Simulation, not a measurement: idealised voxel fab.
This section sets out a process module, namely voxel ribs on slabs.
Cross-section cut: width 195 nm, square cells of 5 nm.
Square cells in a grid make up a cross-section in this document, and the grid is given as bands, listed from the top down, each one or more rows of cells.
Band: top and bottom heights (nm) first, top before bottom; then materials from left to right, widths in nm. "throughout" marks a sole material filling the band edge to edge. "empty" denotes empty space.
Heights are expressed relative to 0, this being the level below which the as-received wafer comprises one material exclusively. The lowest band is unbounded in the downward direction and is denoted as in "0 -> down".
With a width like "30 to 40", each row of cells in the band differs from the next by the same amount, the top row carrying the first number and the bottom row the second.
No cell of the cross-section changed in a step that is given as "identical to before".
"Non-vented voids" means: voids of 8 cells or more that are shut off from the top with no open way through. Written width x height at distance, distance from the left edge, in nm.
If you see something after the settings on a step's line, that's the simulator's own remark about that step.
A step line may carry the setting "overlay nm", which, for steps involving a mask, states the distance by which the mask lay to the right of its intended position; negative values denote displacement to the left.
Guide to the pairs. Each holds a before and an after cross-section around one process step; the after cross-section is cut off at the lowest band that changed. Look under the pair for the step between them and its settings. Pairs can come from different runs of this module on the same starting wafer, so a pair follows on from the one above it only where its entry headed "State on entry" says it does.

State on entry
> 0 -> down: Si throughout
> Non-vented voids: none

Section After Processing
> 25 -> 0: SiO2 throughout
> Everything under 0 stays put, no change at all.
> Non-vented voids: none
So what happened between those two cross-sections up there? DIRECTIONAL_DEP, material SiO2, thk nm 25

State on entry: The cross-section prior to this step is the one presented after the step of the pair immediately above.

Section After Processing
> 45 -> 25: SiN throughout
> Everything under 25 stays put, no change at all.
> Non-vented voids: none
So what happened between those two cross-sections up there? DIRECTIONAL_DEP, material SiN, thk nm 20

State on entry: The cross-section prior to this step is the one presented after the step of the pair immediately above.

Section After Processing
> 60 -> 45: aC throughout
> Everything under 45 stays put, no change at all.
> Non-vented voids: none
So what happened between those two cross-sections up there? DIRECTIONAL_DEP, material aC, thk nm 15

State on entry: The cross-section prior to this step is the one presented after the step of the pair immediately above.

Section After Processing
> 90 -> 60: 85 empty, then 25 resist, then 85 empty
> Everything under 60 stays put, no change at all.
> Non-vented voids: none
So what happened between those two cross-sections up there? PATTERN, tone cover, mask id RIB, material resist, width nm 25, thk nm 30, overlay nm 0

State on entry: The cross-section prior to this step is the one presented after the step of the pair immediately above.

Section After Processing
> 75 -> 60: 85 empty, then 25 resist, then 85 empty
> 60 -> 45: 85 empty, then 25 aC, then 85 empty
> Everything under 45 stays put, no change at all.
> Non-vented voids: none
So what happened between those two cross-sections up there? DIRECTIONAL_ETCH, etch materials aC, depth nm 15

State on entry: The cross-section prior to this step is the one presented after the step of the pair immediately above.

Section After Processing
> 60 -> 45: 85 empty, then 25 aC, then 85 empty
> Everything under 45 stays put, no change at all.
> Non-vented voids: none
So what happened between those two cross-sections up there? STRIP, etch materials resist

State on entry: The cross-section prior to this step is the one presented after the step of the pair immediately above.

Section After Processing
> 60 -> 45: 85 empty, then 25 aC, then 85 empty
> 45 -> 40: 85 empty, then 25 SiN, then 85 empty
> Everything under 40 stays put, no change at all.
> Non-vented voids: none
So what happened between those two cross-sections up there? DIRECTIONAL_ETCH, etch materials SiN, depth nm 5

State on entry: The cross-section prior to this step is the one presented after the step of the pair immediately above.

Section After Processing
> 45 -> 40: 85 empty, then 25 SiN, then 85 empty
> Everything under 40 stays put, no change at all.
> Non-vented voids: none
So what happened between those two cross-sections up there? STRIP, etch materials aC

State on entry: The cross-section prior to this step is the one presented after the step of the pair immediately above.

Section After Processing
> 45 -> 40: 85 empty, then 25 SiN, then 85 empty
> 40 -> 25: 60 empty, then 75 SiN, then 60 empty
> Everything under 25 stays put, no change at all.
> Non-vented voids: none
So what happened between those two cross-sections up there? MASKED_ETCH, tone cover, mask id SLAB, width nm 75, etch materials SiN, depth nm 15, overlay nm 0

State on entry: The cross-section prior to this step is the one presented after the step of the pair immediately above.

Section After Processing
> 65 -> 45: SiO2 throughout
> 45 -> 40: 85 SiO2, then 25 SiN, then 85 SiO2
> 40 -> 25: 60 SiO2, then 75 SiN, then 60 SiO2
> Everything under 25 stays put, no change at all.
> Non-vented voids: none
So what happened between those two cross-sections up there? FILL_DEP, material SiO2, thk nm 20

State on entry: The cross-section prior to this step is the one presented after the step of the pair immediately above.

Section After Processing
> 60 -> 45: SiO2 throughout
> Everything under 45 stays put, no change at all.
> Non-vented voids: none
So what happened between those two cross-sections up there? CMP, height nm 60

State on entry: The cross-section prior to this step is the one presented after the step of the pair immediately above.

Section After Processing
> 65 -> 60: W throughout
> Everything under 60 stays put, no change at all.
> Non-vented voids: none
So what happened between those two cross-sections up there? DIRECTIONAL_DEP, material W, thk nm 5

State on entry: The cross-section prior to this step is the one presented after the step of the pair immediately above.

Section After Processing
> 85 -> 65: 80 empty, then 35 resist, then 80 empty
> Everything under 65 stays put, no change at all.
> Non-vented voids: none
So what happened between those two cross-sections up there? PATTERN, tone cover, mask id HEATER, material resist, width nm 35, thk nm 20, overlay nm 0

State on entry: The cross-section prior to this step is the one presented after the step of the pair immediately above.

Section After Processing
> 85 -> 65: 80 empty, then 35 resist, then 80 empty
> 65 -> 60: 80 empty, then 35 W, then 80 empty
> Everything under 60 stays put, no change at all.
> Non-vented voids: none
So what happened between those two cross-sections up there? DIRECTIONAL_ETCH, etch materials W, depth nm 5

State on entry: The cross-section prior to this step is the one presented after the step of the pair immediately above.

Section After Processing
> 65 -> 60: 80 empty, then 35 W, then 80 empty
> Everything under 60 stays put, no change at all.
> Non-vented voids: none
So what happened between those two cross-sections up there? STRIP, etch materials resist

State on entry: The cross-section prior to this step is the one presented after the step of the pair immediately above.

Section After Processing
> 75 -> 70: 70 empty, then 55 SiO2, then 70 empty
> 70 -> 65: SiO2 throughout
> 65 -> 60: 80 SiO2, then 35 W, then 80 SiO2
> Everything under 60 stays put, no change at all.
> Non-vented voids: none
So what happened between those two cross-sections up there? CONFORMAL_DEP, material SiO2, thk nm 10

State on entry
> 45 -> 25: SiN throughout
> 25 -> 0: SiO2 throughout
> 0 -> down: Si throughout
> Non-vented voids: none

Section After Processing
> 65 -> 25: SiN throughout
> Everything under 25 stays put, no change at all.
> Non-vented voids: none
So what happened between those two cross-sections up there? DIRECTIONAL_DEP, material SiN, thk nm 20

State on entry: The cross-section prior to this step is the one presented after the step of the pair immediately above.

Section After Processing
> 80 -> 65: aC throughout
> Everything under 65 stays put, no change at all.
> Non-vented voids: none
So what happened between those two cross-sections up there? DIRECTIONAL_DEP, material aC, thk nm 15

State on entry: The cross-section prior to this step is the one presented after the step of the pair immediately above.

Section After Processing
> 110 -> 80: 85 empty, then 25 resist, then 85 empty
> Everything under 80 stays put, no change at all.
> Non-vented voids: none
So what happened between those two cross-sections up there? PATTERN, tone cover, mask id RIB, material resist, width nm 25, thk nm 30, overlay nm 0

State on entry: The cross-section prior to this step is the one presented after the step of the pair immediately above.

Section After Processing
> 95 -> 80: 85 empty, then 25 resist, then 85 empty
> 80 -> 65: 85 empty, then 25 aC, then 85 empty
> Everything under 65 stays put, no change at all.
> Non-vented voids: none
So what happened between those two cross-sections up there? DIRECTIONAL_ETCH, etch materials aC, depth nm 15

State on entry: The cross-section prior to this step is the one presented after the step of the pair immediately above.

Section After Processing
> 80 -> 65: 85 empty, then 25 aC, then 85 empty
> Everything under 65 stays put, no change at all.
> Non-vented voids: none
So what happened between those two cross-sections up there? STRIP, etch materials resist

State on entry: The cross-section prior to this step is the one presented after the step of the pair immediately above.

Section After Processing
> 80 -> 65: 85 empty, then 25 aC, then 85 empty
> 65 -> 60: 85 empty, then 25 SiN, then 85 empty
> Everything under 60 stays put, no change at all.
> Non-vented voids: none
So what happened between those two cross-sections up there? DIRECTIONAL_ETCH, etch materials SiN, depth nm 5

State on entry: The cross-section prior to this step is the one presented after the step of the pair immediately above.

Section After Processing
> 65 -> 60: 85 empty, then 25 SiN, then 85 empty
> Everything under 60 stays put, no change at all.
> Non-vented voids: none
So what happened between those two cross-sections up there? STRIP, etch materials aC

State on entry: The cross-section prior to this step is the one presented after the step of the pair immediately above.

Section After Processing
> 65 -> 60: 85 empty, then 25 SiN, then 85 empty
> 60 -> 45: 60 empty, then 75 SiN, then 60 empty
> Everything under 45 stays put, no change at all.
> Non-vented voids: none
So what happened between those two cross-sections up there? MASKED_ETCH, tone cover, mask id SLAB, width nm 75, etch materials SiN, depth nm 15, overlay nm 0

State on entry: The cross-section prior to this step is the one presented after the step of the pair immediately above.

Section After Processing
> 85 -> 65: SiO2 throughout
> 65 -> 60: 85 SiO2, then 25 SiN, then 85 SiO2
> 60 -> 45: 60 SiO2, then 75 SiN, then 60 SiO2
> Everything under 45 stays put, no change at all.
> Non-vented voids: none
So what happened between those two cross-sections up there? FILL_DEP, material SiO2, thk nm 20

State on entry: The cross-section prior to this step is the one presented after the step of the pair immediately above.

Section After Processing
> 60 -> 45: 60 SiO2, then 75 SiN, then 60 SiO2
> Everything under 45 stays put, no change at all.
> Non-vented voids: none
So what happened between those two cross-sections up there? CMP, height nm 60

State on entry: The cross-section prior to this step is the one presented after the step of the pair immediately above.

Section After Processing
> 65 -> 60: W throughout
> Everything under 60 stays put, no change at all.
> Non-vented voids: none
So what happened between those two cross-sections up there? DIRECTIONAL_DEP, material W, thk nm 5

State on entry: The cross-section prior to this step is the one presented after the step of the pair immediately above.

Section After Processing
> 85 -> 65: 80 empty, then 35 resist, then 80 empty
> Everything under 65 stays put, no change at all.
> Non-vented voids: none
So what happened between those two cross-sections up there? PATTERN, tone cover, mask id HEATER, material resist, width nm 35, thk nm 20, overlay nm 0

State on entry: The cross-section prior to this step is the one presented after the step of the pair immediately above.

Section After Processing
> 85 -> 65: 80 empty, then 35 resist, then 80 empty
> 65 -> 60: 80 empty, then 35 W, then 80 empty
> Everything under 60 stays put, no change at all.
> Non-vented voids: none
So what happened between those two cross-sections up there? DIRECTIONAL_ETCH, etch materials W, depth nm 5

State on entry: The cross-section prior to this step is the one presented after the step of the pair immediately above.

Section After Processing
> 65 -> 60: 80 empty, then 35 W, then 80 empty
> Everything under 60 stays put, no change at all.
> Non-vented voids: none
So what happened between those two cross-sections up there? STRIP, etch materials resist

State on entry: The cross-section prior to this step is the one presented after the step of the pair immediately above.

Section After Processing
> 75 -> 70: 70 empty, then 55 SiO2, then 70 empty
> 70 -> 65: SiO2 throughout
> 65 -> 60: 80 SiO2, then 35 W, then 80 SiO2
> Everything under 60 stays put, no change at all.
> Non-vented voids: none
So what happened between those two cross-sections up there? CONFORMAL_DEP, material SiO2, thk nm 10

State on entry
> 25 -> 0: SiO2 throughout
> 0 -> down: Si throughout
> Non-vented voids: none

Section After Processing
> 40 -> 25: aC throughout
> Everything under 25 stays put, no change at all.
> Non-vented voids: none
So what happened between those two cross-sections up there? DIRECTIONAL_DEP, material aC, thk nm 15

State on entry: The cross-section prior to this step is the one presented after the step of the pair immediately above.

Section After Processing
> 60 -> 40: SiN throughout
> Everything under 40 stays put, no change at all.
> Non-vented voids: none
So what happened between those two cross-sections up there? DIRECTIONAL_DEP, material SiN, thk nm 20

State on entry: The cross-section prior to this step is the one presented after the step of the pair immediately above.

Section After Processing
> 90 -> 60: 85 empty, then 25 resist, then 85 empty
> Everything under 60 stays put, no change at all.
> Non-vented voids: none
So what happened between those two cross-sections up there? PATTERN, tone cover, mask id RIB, material resist, width nm 25, thk nm 30, overlay nm 0

State on entry: The cross-section prior to this step is the one presented after the step of the pair immediately above.

Section After Processing
> 75 -> 60: 85 empty, then 25 resist, then 85 empty
> Everything under 60 stays put, no change at all.
> Non-vented voids: none
So what happened between those two cross-sections up there? DIRECTIONAL_ETCH, etch materials aC, depth nm 15

State on entry: The cross-section prior to this step is the one presented after the step of the pair immediately above.

Section After Processing
> 60 -> 40: SiN throughout
> Everything under 40 stays put, no change at all.
> Non-vented voids: none
So what happened between those two cross-sections up there? STRIP, etch materials resist

State on entry: The cross-section prior to this step is the one presented after the step of the pair immediately above.

Section After Processing
> 55 -> 40: SiN throughout
> Everything under 40 stays put, no change at all.
> Non-vented voids: none
So what happened between those two cross-sections up there? DIRECTIONAL_ETCH, etch materials SiN, depth nm 5

State on entry: The cross-section prior to this step is the one presented after the step of the pair immediately above.

Section After Processing
> 55 -> 40: 60 empty, then 75 SiN, then 60 empty
> Everything under 40 stays put, no change at all.
> Non-vented voids: none
So what happened between those two cross-sections up there? MASKED_ETCH, tone cover, mask id SLAB, width nm 75, etch materials SiN, depth nm 15, overlay nm 0

State on entry: The cross-section prior to this step is the one presented after the step of the pair immediately above.

Section After Processing
> 75 -> 55: SiO2 throughout
> 55 -> 40: 60 SiO2, then 75 SiN, then 60 SiO2
> Everything under 40 stays put, no change at all.
> Non-vented voids: none
So what happened between those two cross-sections up there? FILL_DEP, material SiO2, thk nm 20

State on entry: The cross-section prior to this step is the one presented after the step of the pair immediately above.

Section After Processing
> 60 -> 55: SiO2 throughout
> Everything under 55 stays put, no change at all.
> Non-vented voids: none
So what happened between those two cross-sections up there? CMP, height nm 60

State on entry: The cross-section prior to this step is the one presented after the step of the pair immediately above.

Section After Processing
> 65 -> 60: W throughout
> Everything under 60 stays put, no change at all.
> Non-vented voids: none
So what happened between those two cross-sections up there? DIRECTIONAL_DEP, material W, thk nm 5

State on entry: The cross-section prior to this step is the one presented after the step of the pair immediately above.

Section After Processing
> 85 -> 65: 80 empty, then 35 resist, then 80 empty
> Everything under 65 stays put, no change at all.
> Non-vented voids: none
So what happened between those two cross-sections up there? PATTERN, tone cover, mask id HEATER, material resist, width nm 35, thk nm 20, overlay nm 0

State on entry: The cross-section prior to this step is the one presented after the step of the pair immediately above.

Section After Processing
> 85 -> 65: 80 empty, then 35 resist, then 80 empty
> 65 -> 60: 80 empty, then 35 W, then 80 empty
> Everything under 60 stays put, no change at all.
> Non-vented voids: none
So what happened between those two cross-sections up there? DIRECTIONAL_ETCH, etch materials W, depth nm 5

State on entry: The cross-section prior to this step is the one presented after the step of the pair immediately above.

Section After Processing
> 65 -> 60: 80 empty, then 35 W, then 80 empty
> Everything under 60 stays put, no change at all.
> Non-vented voids: none
So what happened between those two cross-sections up there? STRIP, etch materials resist

State on entry: The cross-section prior to this step is the one presented after the step of the pair immediately above.

Section After Processing
> 75 -> 70: 70 empty, then 55 SiO2, then 70 empty
> 70 -> 65: SiO2 throughout
> 65 -> 60: 80 SiO2, then 35 W, then 80 SiO2
> Everything under 60 stays put, no change at all.
> Non-vented voids: none
So what happened between those two cross-sections up there? CONFORMAL_DEP, material SiO2, thk nm 10

State on entry
> 25 -> 0: SiO2 throughout
> 0 -> down: Si throughout
> Non-vented voids: none

Section After Processing
> 55 -> 25: SiN throughout
> Everything under 25 stays put, no change at all.
> Non-vented voids: none
So what happened between those two cross-sections up there? DIRECTIONAL_DEP, material SiN, thk nm 30

State on entry: The cross-section prior to this step is the one presented after the step of the pair immediately above.

Section After Processing
> 70 -> 55: aC throughout
> Everything under 55 stays put, no change at all.
> Non-vented voids: none
So what happened between those two cross-sections up there? DIRECTIONAL_DEP, material aC, thk nm 15

State on entry: The cross-section prior to this step is the one presented after the step of the pair immediately above.

Section After Processing
> 100 -> 70: 85 empty, then 25 resist, then 85 empty
> Everything under 70 stays put, no change at all.
> Non-vented voids: none
So what happened between those two cross-sections up there? PATTERN, tone cover, mask id RIB, material resist, width nm 25, thk nm 30, overlay nm 0

State on entry: The cross-section prior to this step is the one presented after the step of the pair immediately above.

Section After Processing
> 85 -> 70: 85 empty, then 25 resist, then 85 empty
> 70 -> 55: 85 empty, then 25 aC, then 85 empty
> Everything under 55 stays put, no change at all.
> Non-vented voids: none
So what happened between those two cross-sections up there? DIRECTIONAL_ETCH, etch materials aC, depth nm 15

State on entry: The cross-section prior to this step is the one presented after the step of the pair immediately above.

Section After Processing
> 70 -> 55: 85 empty, then 25 aC, then 85 empty
> Everything under 55 stays put, no change at all.
> Non-vented voids: none
So what happened between those two cross-sections up there? STRIP, etch materials resist

State on entry: The cross-section prior to this step is the one presented after the step of the pair immediately above.

Section After Processing
> 70 -> 55: 85 empty, then 25 aC, then 85 empty
> 55 -> 50: 85 empty, then 25 SiN, then 85 empty
> Everything under 50 stays put, no change at all.
> Non-vented voids: none
So what happened between those two cross-sections up there? DIRECTIONAL_ETCH, etch materials SiN, depth nm 5

State on entry: The cross-section prior to this step is the one presented after the step of the pair immediately above.

Section After Processing
> 55 -> 50: 85 empty, then 25 SiN, then 85 empty
> Everything under 50 stays put, no change at all.
> Non-vented voids: none
So what happened between those two cross-sections up there? STRIP, etch materials aC

State on entry: The cross-section prior to this step is the one presented after the step of the pair immediately above.

Section After Processing
> 55 -> 50: 85 empty, then 25 SiN, then 85 empty
> 50 -> 35: 60 empty, then 75 SiN, then 60 empty
> Everything under 35 stays put, no change at all.
> Non-vented voids: none
So what happened between those two cross-sections up there? MASKED_ETCH, tone cover, mask id SLAB, width nm 75, etch materials SiN, depth nm 15, overlay nm 0

State on entry: The cross-section prior to this step is the one presented after the step of the pair immediately above.

Section After Processing
> 75 -> 55: SiO2 throughout
> 55 -> 50: 85 SiO2, then 25 SiN, then 85 SiO2
> 50 -> 35: 60 SiO2, then 75 SiN, then 60 SiO2
> Everything under 35 stays put, no change at all.
> Non-vented voids: none
So what happened between those two cross-sections up there? FILL_DEP, material SiO2, thk nm 20

State on entry: The cross-section prior to this step is the one presented after the step of the pair immediately above.

Section After Processing
> 60 -> 55: SiO2 throughout
> Everything under 55 stays put, no change at all.
> Non-vented voids: none
So what happened between those two cross-sections up there? CMP, height nm 60

State on entry: The cross-section prior to this step is the one presented after the step of the pair immediately above.

Section After Processing
> 65 -> 60: W throughout
> Everything under 60 stays put, no change at all.
> Non-vented voids: none
So what happened between those two cross-sections up there? DIRECTIONAL_DEP, material W, thk nm 5

State on entry: The cross-section prior to this step is the one presented after the step of the pair immediately above.

Section After Processing
> 85 -> 65: 80 empty, then 35 resist, then 80 empty
> Everything under 65 stays put, no change at all.
> Non-vented voids: none
So what happened between those two cross-sections up there? PATTERN, tone cover, mask id HEATER, material resist, width nm 35, thk nm 20, overlay nm 0

State on entry: The cross-section prior to this step is the one presented after the step of the pair immediately above.

Section After Processing
> 85 -> 65: 80 empty, then 35 resist, then 80 empty
> 65 -> 60: 80 empty, then 35 W, then 80 empty
> Everything under 60 stays put, no change at all.
> Non-vented voids: none
So what happened between those two cross-sections up there? DIRECTIONAL_ETCH, etch materials W, depth nm 5

State on entry: The cross-section prior to this step is the one presented after the step of the pair immediately above.

Section After Processing
> 65 -> 60: 80 empty, then 35 W, then 80 empty
> Everything under 60 stays put, no change at all.
> Non-vented voids: none
So what happened between those two cross-sections up there? STRIP, etch materials resist

State on entry: The cross-section prior to this step is the one presented after the step of the pair immediately above.

Section After Processing
> 75 -> 70: 70 empty, then 55 SiO2, then 70 empty
> 70 -> 65: SiO2 throughout
> 65 -> 60: 80 SiO2, then 35 W, then 80 SiO2
> Everything under 60 stays put, no change at all.
> Non-vented voids: none
So what happened between those two cross-sections up there? CONFORMAL_DEP, material SiO2, thk nm 10

State on entry
> 45 -> 40: 85 empty, then 25 SiN, then 85 empty
> 40 -> 25: SiN throughout
> 25 -> 0: SiO2 throughout
> 0 -> down: Si throughout
> Non-vented voids: none

Section After Processing
> 45 -> 40: 85 empty, then 25 SiN, then 85 empty
> 40 -> 25: 65 empty, then 70 SiN, then 60 empty
> Everything under 25 stays put, no change at all.
> Non-vented voids: none
So what happened between those two cross-sections up there? MASKED_ETCH, tone cover, mask id SLAB, width nm 70, etch materials SiN, depth nm 15, overlay nm 0

State on entry: The cross-section prior to this step is the one presented after the step of the pair immediately above.

Section After Processing
> 65 -> 45: SiO2 throughout
> 45 -> 40: 85 SiO2, then 25 SiN, then 85 SiO2
> 40 -> 25: 65 SiO2, then 70 SiN, then 60 SiO2
> Everything under 25 stays put, no change at all.
> Non-vented voids: none
So what happened between those two cross-sections up there? FILL_DEP, material SiO2, thk nm 20

State on entry: The cross-section prior to this step is the one presented after the step of the pair immediately above.

Section After Processing
> 60 -> 45: SiO2 throughout
> Everything under 45 stays put, no change at all.
> Non-vented voids: none
So what happened between those two cross-sections up there? CMP, height nm 60

State on entry: The cross-section prior to this step is the one presented after the step of the pair immediately above.

Section After Processing
> 65 -> 60: W throughout
> Everything under 60 stays put, no change at all.
> Non-vented voids: none
So what happened between those two cross-sections up there? DIRECTIONAL_DEP, material W, thk nm 5

State on entry: The cross-section prior to this step is the one presented after the step of the pair immediately above.

Section After Processing
> 85 -> 65: 80 empty, then 35 resist, then 80 empty
> Everything under 65 stays put, no change at all.
> Non-vented voids: none
So what happened between those two cross-sections up there? PATTERN, tone cover, mask id HEATER, material resist, width nm 35, thk nm 20, overlay nm 0

State on entry: The cross-section prior to this step is the one presented after the step of the pair immediately above.

Section After Processing
> 85 -> 65: 80 empty, then 35 resist, then 80 empty
> 65 -> 60: 80 empty, then 35 W, then 80 empty
> Everything under 60 stays put, no change at all.
> Non-vented voids: none
So what happened between those two cross-sections up there? DIRECTIONAL_ETCH, etch materials W, depth nm 5

State on entry: The cross-section prior to this step is the one presented after the step of the pair immediately above.

Section After Processing
> 65 -> 60: 80 empty, then 35 W, then 80 empty
> Everything under 60 stays put, no change at all.
> Non-vented voids: none
So what happened between those two cross-sections up there? STRIP, etch materials resist

State on entry: The cross-section prior to this step is the one presented after the step of the pair immediately above.

Section After Processing
> 75 -> 70: 70 empty, then 55 SiO2, then 70 empty
> 70 -> 65: SiO2 throughout
> 65 -> 60: 80 SiO2, then 35 W, then 80 SiO2
> Everything under 60 stays put, no change at all.
> Non-vented voids: none
So what happened between those two cross-sections up there? CONFORMAL_DEP, material SiO2, thk nm 10

State on entry
> 65 -> 60: W throughout
> 60 -> 45: SiO2 throughout
> 45 -> 40: 85 SiO2, then 25 SiN, then 85 SiO2
> 40 -> 25: 60 SiO2, then 75 SiN, then 60 SiO2
> 25 -> 0: SiO2 throughout
> 0 -> down: Si throughout
> Non-vented voids: none

Section After Processing
> 85 -> 65: 70 empty, then 35 resist, then 90 empty
> Everything under 65 stays put, no change at all.
> Non-vented voids: none
So what happened between those two cross-sections up there? PATTERN, tone cover, mask id HEATER, material resist, width nm 35, thk nm 20, overlay nm -10

State on entry: The cross-section prior to this step is the one presented after the step of the pair immediately above.

Section After Processing
> 85 -> 65: 70 empty, then 35 resist, then 90 empty
> 65 -> 60: 70 empty, then 35 W, then 90 empty
> Everything under 60 stays put, no change at all.
> Non-vented voids: none
So what happened between those two cross-sections up there? DIRECTIONAL_ETCH, etch materials W, depth nm 5

State on entry: The cross-section prior to this step is the one presented after the step of the pair immediately above.

Section After Processing
> 65 -> 60: 70 empty, then 35 W, then 90 empty
> Everything under 60 stays put, no change at all.
> Non-vented voids: none
So what happened between those two cross-sections up there? STRIP, etch materials resist

State on entry: The cross-section prior to this step is the one presented after the step of the pair immediately above.

Section After Processing
> 75 -> 70: 60 empty, then 55 SiO2, then 80 empty
> 70 -> 65: SiO2 throughout
> 65 -> 60: 70 SiO2, then 35 W, then 90 SiO2
> Everything under 60 stays put, no change at all.
> Non-vented voids: none
So what happened between those two cross-sections up there? CONFORMAL_DEP, material SiO2, thk nm 10

State on entry
> 25 -> 0: SiO2 throughout
> 0 -> down: Si throughout
> Non-vented voids: none

Section After Processing
> 45 -> 25: W throughout
> Everything under 25 stays put, no change at all.
> Non-vented voids: none
So what happened between those two cross-sections up there? DIRECTIONAL_DEP, material W, thk nm 20

State on entry: The cross-section prior to this step is the one presented after the step of the pair immediately above.

Section After Processing
> 60 -> 45: aC throughout
> Everything under 45 stays put, no change at all.
> Non-vented voids: none
So what happened between those two cross-sections up there? DIRECTIONAL_DEP, material aC, thk nm 15

State on entry: The cross-section prior to this step is the one presented after the step of the pair immediately above.

Section After Processing
> 90 -> 60: 85 empty, then 25 resist, then 85 empty
> Everything under 60 stays put, no change at all.
> Non-vented voids: none
So what happened between those two cross-sections up there? PATTERN, tone cover, mask id RIB, material resist, width nm 25, thk nm 30, overlay nm 0

State on entry: The cross-section prior to this step is the one presented after the step of the pair immediately above.

Section After Processing
> 75 -> 60: 85 empty, then 25 resist, then 85 empty
> 60 -> 45: 85 empty, then 25 aC, then 85 empty
> Everything under 45 stays put, no change at all.
> Non-vented voids: none
So what happened between those two cross-sections up there? DIRECTIONAL_ETCH, etch materials aC, depth nm 15

State on entry: The cross-section prior to this step is the one presented after the step of the pair immediately above.

Section After Processing
> 60 -> 45: 85 empty, then 25 aC, then 85 empty
> Everything under 45 stays put, no change at all.
> Non-vented voids: none
So what happened between those two cross-sections up there? STRIP, etch materials resist

State on entry: The cross-section prior to this step is the one presented after the step of the pair immediately above.

Section After Processing
> 45 -> 25: W throughout
> Everything under 25 stays put, no change at all.
> Non-vented voids: none
So what happened between those two cross-sections up there? STRIP, etch materials aC

State on entry: The cross-section prior to this step is the one presented after the step of the pair immediately above.

Section After Processing
> 65 -> 45: SiO2 throughout
> Everything under 45 stays put, no change at all.
> Non-vented voids: none
So what happened between those two cross-sections up there? FILL_DEP, material SiO2, thk nm 20

State on entry: The cross-section prior to this step is the one presented after the step of the pair immediately above.

Section After Processing
> 60 -> 45: SiO2 throughout
> Everything under 45 stays put, no change at all.
> Non-vented voids: none
So what happened between those two cross-sections up there? CMP, height nm 60

State on entry: The cross-section prior to this step is the one presented after the step of the pair immediately above.

Section After Processing
> 65 -> 60: W throughout
> Everything under 60 stays put, no change at all.
> Non-vented voids: none
So what happened between those two cross-sections up there? DIRECTIONAL_DEP, material W, thk nm 5

State on entry: The cross-section prior to this step is the one presented after the step of the pair immediately above.

Section After Processing
> 85 -> 65: 80 empty, then 35 resist, then 80 empty
> Everything under 65 stays put, no change at all.
> Non-vented voids: none
So what happened between those two cross-sections up there? PATTERN, tone cover, mask id HEATER, material resist, width nm 35, thk nm 20, overlay nm 0

State on entry: The cross-section prior to this step is the one presented after the step of the pair immediately above.

Section After Processing
> 85 -> 65: 80 empty, then 35 resist, then 80 empty
> 65 -> 60: 80 empty, then 35 W, then 80 empty
> Everything under 60 stays put, no change at all.
> Non-vented voids: none
So what happened between those two cross-sections up there? DIRECTIONAL_ETCH, etch materials W, depth nm 5

State on entry: The cross-section prior to this step is the one presented after the step of the pair immediately above.

Section After Processing
> 65 -> 60: 80 empty, then 35 W, then 80 empty
> Everything under 60 stays put, no change at all.
> Non-vented voids: none
So what happened between those two cross-sections up there? STRIP, etch materials resist

State on entry: The cross-section prior to this step is the one presented after the step of the pair immediately above.

Section After Processing
> 75 -> 70: 70 empty, then 55 SiO2, then 70 empty
> 70 -> 65: SiO2 throughout
> 65 -> 60: 80 SiO2, then 35 W, then 80 SiO2
> Everything under 60 stays put, no change at all.
> Non-vented voids: none
So what happened between those two cross-sections up there? CONFORMAL_DEP, material SiO2, thk nm 10

State on entry
> 45 -> 40: 85 empty, then 25 SiN, then 85 empty
> 40 -> 25: SiN throughout
> 25 -> 0: SiO2 throughout
> 0 -> down: Si throughout
> Non-vented voids: none

Section After Processing
> 40 -> 30: 60 SiN, then 75 empty, then 60 SiN
> 30 -> 25: 60 SiN, then 25 empty, then 25 SiN, then 25 empty, then 60 SiN
> Everything under 25 stays put, no change at all.
> Non-vented voids: none
So what happened between those two cross-sections up there? MASKED_ETCH, tone open, mask id SLAB, width nm 75, etch materials SiN, depth nm 15, overlay nm 0

State on entry: The cross-section prior to this step is the one presented after the step of the pair immediately above.

Section After Processing
> 60 -> 40: SiO2 throughout
> 40 -> 30: 60 SiN, then 75 SiO2, then 60 SiN
> 30 -> 25: 60 SiN, then 25 SiO2, then 25 SiN, then 25 SiO2, then 60 SiN
> Everything under 25 stays put, no change at all.
> Non-vented voids: none
So what happened between those two cross-sections up there? FILL_DEP, material SiO2, thk nm 20

State on entry: The cross-section prior to this step is the one presented after the step of the pair immediately above.

Section After Processing
> 65 -> 60: W throughout
> Everything under 60 stays put, no change at all.
> Non-vented voids: none
So what happened between those two cross-sections up there? DIRECTIONAL_DEP, material W, thk nm 5

State on entry: The cross-section prior to this step is the one presented after the step of the pair immediately above.

Section After Processing
> 85 -> 65: 80 empty, then 35 resist, then 80 empty
> Everything under 65 stays put, no change at all.
> Non-vented voids: none
So what happened between those two cross-sections up there? PATTERN, tone cover, mask id HEATER, material resist, width nm 35, thk nm 20, overlay nm 0

State on entry: The cross-section prior to this step is the one presented after the step of the pair immediately above.

Section After Processing
> 85 -> 65: 80 empty, then 35 resist, then 80 empty
> 65 -> 60: 80 empty, then 35 W, then 80 empty
> Everything under 60 stays put, no change at all.
> Non-vented voids: none
So what happened between those two cross-sections up there? DIRECTIONAL_ETCH, etch materials W, depth nm 5

State on entry: The cross-section prior to this step is the one presented after the step of the pair immediately above.

Section After Processing
> 65 -> 60: 80 empty, then 35 W, then 80 empty
> Everything under 60 stays put, no change at all.
> Non-vented voids: none
So what happened between those two cross-sections up there? STRIP, etch materials resist

State on entry: The cross-section prior to this step is the one presented after the step of the pair immediately above.

Section After Processing
> 75 -> 70: 70 empty, then 55 SiO2, then 70 empty
> 70 -> 65: SiO2 throughout
> 65 -> 60: 80 SiO2, then 35 W, then 80 SiO2
> Everything under 60 stays put, no change at all.
> Non-vented voids: none
So what happened between those two cross-sections up there? CONFORMAL_DEP, material SiO2, thk nm 10
